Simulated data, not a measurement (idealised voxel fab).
Herein follows the process module entitled voxel transistor to metal.
160 nm wide, 5 nm square cells: that's cross-section cut.
A cross-section in this document is a grid of square cells, and it is written down as bands, the top band listed before the ones below it; a band is made up of one or more rows of cells. Quick guide to a band line: top height, bottom height (nm) up front; then every material left to right with its width in nm. Only one material and it's marked "all across"? Then it fills the band edge to edge. And "air" just means empty space. Counting heights begins at 0, where everything beneath is, in the wafer as received, one material. The lowest band has no bottom; it goes on downwards, as "from 0 down" shows. With a width like "30 to 40", each row of cells in the band differs from the next by the same amount, the top row carrying the first number and the bottom row the second. Step note "everything unchanged" = no cross-section cell changed. So "Closed void roster" is basically the list of trapped voids: any empty space of 8 cells or more that can't reach the top through an opening. They're written width x height at distance, the distance being from the left edge, and it's all nm. Note: text after step settings on the step line = simulator remark on that step. The optional step-line setting "overlay nm" applies to steps with a mask and quantifies how far to the right of its planned location the mask lay, a negative value indicating leftward placement.

## The planned process steps are enumerated hereunder
| 1 | RECEIVE [material Si] |
| 2 | OXIDIZE [depth nm 5] |
| 3 | CONFORMAL_DEP [material SiN] [thk nm 15] |
| 4 | DIRECTIONAL_DEP [material aC] [thk nm 10] |
| 5 | PATTERN [tone cover] [mask id ACTIVE] [material resist] [width nm 125] [thk nm 30] [overlay nm 0] |
| 6 | DIRECTIONAL_ETCH [etch materials aC] [depth nm 10] |
| 7 | STRIP [etch materials resist] |
| 8 | DIRECTIONAL_ETCH [etch materials SiN] [depth nm 15] |
| 9 | DIRECTIONAL_ETCH [etch materials SiO2] [depth nm 5] |
| 10 | DIRECTIONAL_ETCH [etch materials Si] [depth nm 30] |
| 11 | STRIP [etch materials aC] |
| 12 | OXIDIZE [depth nm 5] |
| 13 | FILL_DEP [material SiO2] [thk nm 15] |
| 14 | CMP [height nm 15] |
| 15 | SELECTIVE_ETCH [etch materials SiO2] [depth nm 10] |
| 16 | STRIP [etch materials SiN] |
| 17 | SELECTIVE_ETCH [etch materials SiO2] [depth nm 5] |
| 18 | OXIDIZE [depth nm 5] |
| 19 | DIRECTIONAL_DEP [material polySi] [thk nm 20] |
| 20 | DIRECTIONAL_DEP [material SiCN] [thk nm 10] |
| 21 | DIRECTIONAL_DEP [material aC] [thk nm 10] |
| 22 | PATTERN [tone cover] [mask id GATE] [material resist] [width nm 25] [thk nm 30] [overlay nm 0] |
| 23 | DIRECTIONAL_ETCH [etch materials aC] [depth nm 10] |
| 24 | STRIP [etch materials resist] |
| 25 | DIRECTIONAL_ETCH [etch materials SiCN] [depth nm 20] |
| 26 | DIRECTIONAL_ETCH [etch materials polySi] [depth nm 30] |
| 27 | STRIP [etch materials aC] |
| 28 | CONFORMAL_DEP [material SiO2] [thk nm 5] |
| 29 | DIRECTIONAL_ETCH [etch materials SiO2] [depth nm 5] |
| 30 | CONFORMAL_DEP [material SiN] [thk nm 5] |
| 31 | DIRECTIONAL_ETCH [etch materials SiN] [depth nm 5] |
| 32 | DIRECTIONAL_ETCH [etch materials SiO2] [depth nm 5] |
| 33 | DIRECTIONAL_ETCH [etch materials Si] [depth nm 5] |
| 34 | EPI [material nSi] [thk nm 5] |
| 35 | FILL_DEP [material SiO2] [thk nm 10] |
| 36 | CMP [height nm 25] |
| 37 | DIRECTIONAL_DEP [material SiO2] [thk nm 15] |
| 38 | MASKED_ETCH [tone open] [mask id CONTACT] [width nm 20] [pitch nm 85] [etch materials SiO2] [depth nm 50] [overlay nm 0] |
| 39 | CONFORMAL_DEP [material TiN] [thk nm 5] |
| 40 | FILL_DEP [material Ru] [thk nm 5] |
| 41 | CMP [height nm 40] |
| 42 | DIRECTIONAL_DEP [material TiN] [thk nm 5] |
| 43 | DIRECTIONAL_DEP [material Ru] [thk nm 20] |
| 44 | PATTERN [tone cover] [mask id METAL_1] [material resist] [width nm 20] [pitch nm 85] [thk nm 20] [overlay nm 0] |
| 45 | DIRECTIONAL_ETCH [etch materials Ru] [depth nm 20] |
| 46 | DIRECTIONAL_ETCH [etch materials TiN] [depth nm 5] |
| 47 | STRIP [etch materials resist] |
| 48 | CONFORMAL_DEP [material SiN] [thk nm 5] |
| 49 | FILL_DEP [material SiO2] [thk nm 10] |
| 50 | CMP [height nm 65] |
| 51 | CONFORMAL_DEP [material SiCN] [thk nm 5] |

## Incoming wafer, cross-sectional view, post step 1
* from 0 down  Si all across
* Closed void roster: none

## The following cross-section depicts the wafer upon conclusion of the module. Processing commenced from the starting condition illustrated above and adhered to the plan illustrated above, save for one mistake in execution
* from 70 to 65  SiCN all across
* from 65 to 45  SiO2 (20) / SiN (5) / Ru (20) / SiN (5) / SiO2 (55) / SiN (5) / Ru (20) / SiN (5) / SiO2 (25)
* from 45 to 40  SiN (25) / TiN (20) / SiN (65) / TiN (20) / SiN (30)
* from 40 to 20  SiO2 (25) / TiN (5) / Ru (10) / TiN (5) / SiO2 (65) / TiN (5) / Ru (10) / TiN (5) / SiO2 (30)
* from 20 to 15  polySi (10) / SiO2 (15) / TiN (20) / SiO2 (65) / TiN (20) / SiO2 (15) / polySi (15)
* from 15 to 0  polySi all across
* from 0 to -5  SiO2 (10) / polySi (135) / SiO2 (15)
* from -5 to -10  SiO2 all across
* from -10 to -40  SiO2 (20) / Si (115) / SiO2 (25)
* from -40 down  Si all across
* Closed void roster: none
In executing the process, a mistake was made relative to the plan: step 20 was not run as planned; what actually ran was DIRECTIONAL_DEP [material SiO2] [thk nm 10]
